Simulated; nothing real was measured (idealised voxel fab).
process module | voxel transistor to metal
cross-section cut | 205 nm wide | cells 5 nm
A cross-section is a grid of square cells, given in bands from the top down. A band is one or more rows of cells.
Each band's line starts with the height of the band's top and of its bottom, in nm. Then come its materials from left to right, each with its width in nm. One material with "throughout" fills the band from edge to edge. "air" is empty space.
Height 0 is the level under which the wafer as received is all one material. The lowest band goes on downwards, as in "0 down".
A width such as "30 to 40" changes by the same amount from each row of cells to the next, from the band's top row to its bottom row.
"no change" after a step means that no cell of the cross-section changed.
closed voids: empty space of 8 cells or more with no open way to the top, each as width x height at its distance from the left edge, in nm
after a step's settings: what the simulator itself notes on the step
overlay nm, on a step with a mask: how far to the right of its planned place the mask lay; to the left if negative
plan
1 op RECEIVE | material Si
2 op OXIDIZE | depth nm 5
3 op CONFORMAL_DEP | material SiN | thk nm 15
4 op DIRECTIONAL_DEP | material aC | thk nm 10
5 op PATTERN | tone cover | mask id ACTIVE | material resist | width nm 105 | thk nm 25 | overlay nm 0
6 op DIRECTIONAL_ETCH | etch materials aC | depth nm 10
7 op STRIP | etch materials resist
8 op DIRECTIONAL_ETCH | etch materials SiN | depth nm 15
9 op DIRECTIONAL_ETCH | etch materials SiO2 | depth nm 5
10 op DIRECTIONAL_ETCH | etch materials Si | depth nm 35
11 op STRIP | etch materials aC
12 op FILL_DEP | material SiO2 | thk nm 15
13 op CMP | height nm 15
14 op SELECTIVE_ETCH | etch materials SiO2 | depth nm 10
15 op STRIP | etch materials SiN
16 op SELECTIVE_ETCH | etch materials SiO2 | depth nm 5
17 op OXIDIZE | depth nm 5
18 op DIRECTIONAL_DEP | material polySi | thk nm 20
19 op DIRECTIONAL_DEP | material SiCN | thk nm 15
20 op MASKED_ETCH | tone cover | mask id GATE | width nm 25 | etch materials SiCN | depth nm 25 | overlay nm 0
21 op MASKED_ETCH | tone cover | mask id GATE | width nm 25 | etch materials polySi | depth nm 30 | overlay nm 0
22 op CONFORMAL_DEP | material SiN | thk nm 10
23 op DIRECTIONAL_ETCH | etch materials SiN | depth nm 10
24 op DIRECTIONAL_ETCH | etch materials SiO2 | depth nm 5
25 op DIRECTIONAL_ETCH | etch materials Si | depth nm 15
26 op EPI | material pSi | thk nm 15
27 op FILL_DEP | material SiO2 | thk nm 10
28 op CMP | height nm 15
29 op STRIP | etch materials polySi
30 op SELECTIVE_ETCH | etch materials SiO2 | depth nm 5
31 op CONFORMAL_DEP | material HfO2 | thk nm 5
32 op CONFORMAL_DEP | material TiN | thk nm 5
33 op FILL_DEP | material W | thk nm 5
34 op CMP | height nm 10
35 op DIRECTIONAL_DEP | material SiO2 | thk nm 15
36 op MASKED_ETCH | tone open | mask id CONTACT | width nm 15 | pitch nm 80 | etch materials SiO2 | depth nm 20 | overlay nm 0
37 op CONFORMAL_DEP | material TiN | thk nm 5
38 op FILL_DEP | material W | thk nm 5
39 op CMP | height nm 25
40 op CONFORMAL_DEP | material SiCN | thk nm 5
41 op DIRECTIONAL_DEP | material SiO2 | thk nm 25
42 op DIRECTIONAL_DEP | material aC | thk nm 10
43 op PATTERN | tone open | mask id METAL_1 | material resist | width nm 15 | pitch nm 80 | thk nm 30 | overlay nm 0
44 op DIRECTIONAL_ETCH | etch materials aC | depth nm 10
45 op STRIP | etch materials resist
46 op DIRECTIONAL_ETCH | etch materials SiO2 | depth nm 25
47 op DIRECTIONAL_ETCH | etch materials SiCN | depth nm 5
48 op STRIP | etch materials aC
49 op CONFORMAL_DEP | material TiN | thk nm 5
50 op FILL_DEP | material W | thk nm 5
51 op CMP | height nm 55
52 op EPI | material Ru | thk nm 5
53 op FILL_DEP | material SiCN | thk nm 5
as received, after step 1
  0 down: Si throughout
  closed voids: none
first wafer at the end, as planned
  65 to 60: SiCN throughout
  60 to 55: SiCN 50 | Ru 25 | SiCN 55 | Ru 25 | SiCN 50
  55 to 30: SiO2 55 | TiN 5 | W 5 | TiN 5 | SiO2 65 | TiN 5 | W 5 | TiN 5 | SiO2 55
  30 to 25: SiCN 55 | TiN 15 | SiCN 65 | TiN 15 | SiCN 55
  25 to 10: SiO2 55 | TiN 5 | W 5 | TiN 5 | SiO2 65 | TiN 5 | W 5 | TiN 5 | SiO2 55
  10 to 5: SiO2 55 | TiN 15 | SiO2 10 | SiN 10 | HfO2 5 | TiN 5 | W 5 | TiN 5 | HfO2 5 | SiN 10 | SiO2 10 | TiN 15 | SiO2 55
  5 to 0: SiO2 50 | pSi 30 | SiN 10 | HfO2 5 | TiN 5 | W 5 | TiN 5 | HfO2 5 | SiN 10 | pSi 30 | SiO2 50
  0 to -5: SiO2 45 | SiN 10 | pSi 25 | SiN 10 | HfO2 5 | TiN 15 | HfO2 5 | SiN 10 | pSi 25 | SiN 10 | SiO2 45
  -5 to -10: SiO2 55 | pSi 25 | SiO2 5 | HfO2 35 | SiO2 5 | pSi 25 | SiO2 55
  -10 to -25: SiO2 50 | Si 5 | pSi 25 | Si 45 | pSi 25 | Si 5 | SiO2 50
  -25 to -40: SiO2 50 | Si 105 | SiO2 50
  -40 down: Si throughout
  closed voids: none
second wafer at the end: like start, like plan, one mistake
  65 to 60: SiCN throughout
  60 to 55: SiCN 50 | Ru 25 | SiCN 55 | Ru 25 | SiCN 50
  55 to 30: SiO2 55 | TiN 5 | W 5 | TiN 5 | SiO2 65 | TiN 5 | W 5 | TiN 5 | SiO2 55
  30 to 25: SiCN 55 | TiN 15 | SiCN 65 | TiN 15 | SiCN 55
  25 to 15: SiO2 55 | TiN 5 | W 5 | TiN 5 | SiO2 65 | TiN 5 | W 5 | TiN 5 | SiO2 55
  15 to 10: SiO2 55 | TiN 15 | SiO2 65 | TiN 15 | SiO2 55
  10 to 0: SiO2 35 | pSi 45 | SiN 10 | HfO2 5 | TiN 5 | W 5 | TiN 5 | HfO2 5 | SiN 10 | pSi 45 | SiO2 35
  0 to -5: SiO2 35 | pSi 10 | SiN 10 | pSi 25 | SiN 10 | HfO2 5 | TiN 15 | HfO2 5 | SiN 10 | pSi 25 | SiN 10 | pSi 10 | SiO2 35
  -5 to -10: SiO2 55 | pSi 25 | SiO2 5 | HfO2 35 | SiO2 5 | pSi 25 | SiO2 55
  -10 to -25: SiO2 50 | Si 5 | pSi 25 | Si 45 | pSi 25 | Si 5 | SiO2 50
  -25 to -40: SiO2 50 | Si 105 | SiO2 50
  -40 down: Si throughout
  closed voids: none
what went wrong: step 26 was run twice
at the end the second wafer has, in cells: 22 fewer of SiO2 | 4 fewer of TiN | 2 fewer of W | 28 more of pSi
